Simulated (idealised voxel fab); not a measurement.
Process module name: voxel released beams
Cross-section cut: width 240 nm, square cells of 5 nm.
The cross-sections in this document take the form of a grid made of square cells. They are written out as bands, in order from top to bottom. Each band consists of one or more rows of cells.
Band entry format. Leading values: height of top, height of bottom, nm. Remainder: materials in left-to-right order, each with its width in nm. Special words: "full width" on a single material, which then fills the band edge to edge; "blank", empty space.
Heights from 0 (as-received wafer is one material below). Bottom band endless downward, as "0 down".
Width spec "30..40" -> top row of cells at first value, bottom row at second value, equal per-row change in between.
"remained the same" -> step changed no cross-section cell.
"Enclosed void catalog" means: voids of 8 cells or more that are shut off from the top with no open way through. Written width x height at distance, distance from the left edge, in nm.
What comes after the settings on a step's line is commentary from the simulator itself on that step.
overlay nm: right-of-plan distance of the mask on a masked step; negative values mean left-of-plan.

Steps planned for the process:
1. RECEIVE [material Si]
2. CONFORMAL_DEP [material SiN] [thk nm 5]
3. DIRECTIONAL_DEP [material SiO2] [thk nm 20]
4. DIRECTIONAL_DEP [material aC] [thk nm 10]
5. PATTERN [tone open] [mask id ANCHOR] [material resist] [width nm 40] [thk nm 25] [overlay nm 0]
6. DIRECTIONAL_ETCH [etch materials aC] [depth nm 10]
7. STRIP [etch materials resist]
8. DIRECTIONAL_ETCH [etch materials SiO2] [depth nm 20]
9. STRIP [etch materials aC]
10. CONFORMAL_DEP [material polySi] [thk nm 15]
11. DIRECTIONAL_DEP [material aC] [thk nm 10]
12. PATTERN [tone cover] [mask id BEAM] [material resist] [width nm 90] [thk nm 30] [overlay nm 0]
13. DIRECTIONAL_ETCH [etch materials aC] [depth nm 10]
14. STRIP [etch materials resist]
15. DIRECTIONAL_ETCH [etch materials polySi] [depth nm 15]
16. STRIP [etch materials aC]
17. STRIP [etch materials SiO2]

So this is the incoming wafer in cross-section - it's already been through step 1:
* 0 down: Si full width
* Enclosed void catalog: none

One mistake in running the module, otherwise start and plan as above: cross-section at the end:
* 50 to 35: blank 70 / polySi 20 / blank 10 / polySi 60 / blank 80
* 35 to 30: blank 75 / polySi 15 / blank 10 / polySi 15 / blank 125
* 30 to 15: blank 75 / polySi 40 / blank 125
* 15 to 0: SiN full width
* 0 down: Si full width
* Enclosed void catalog: none
Short version of what went wrong: step 2 off recipe, ran as CONFORMAL_DEP [material SiN] [thk nm 15]
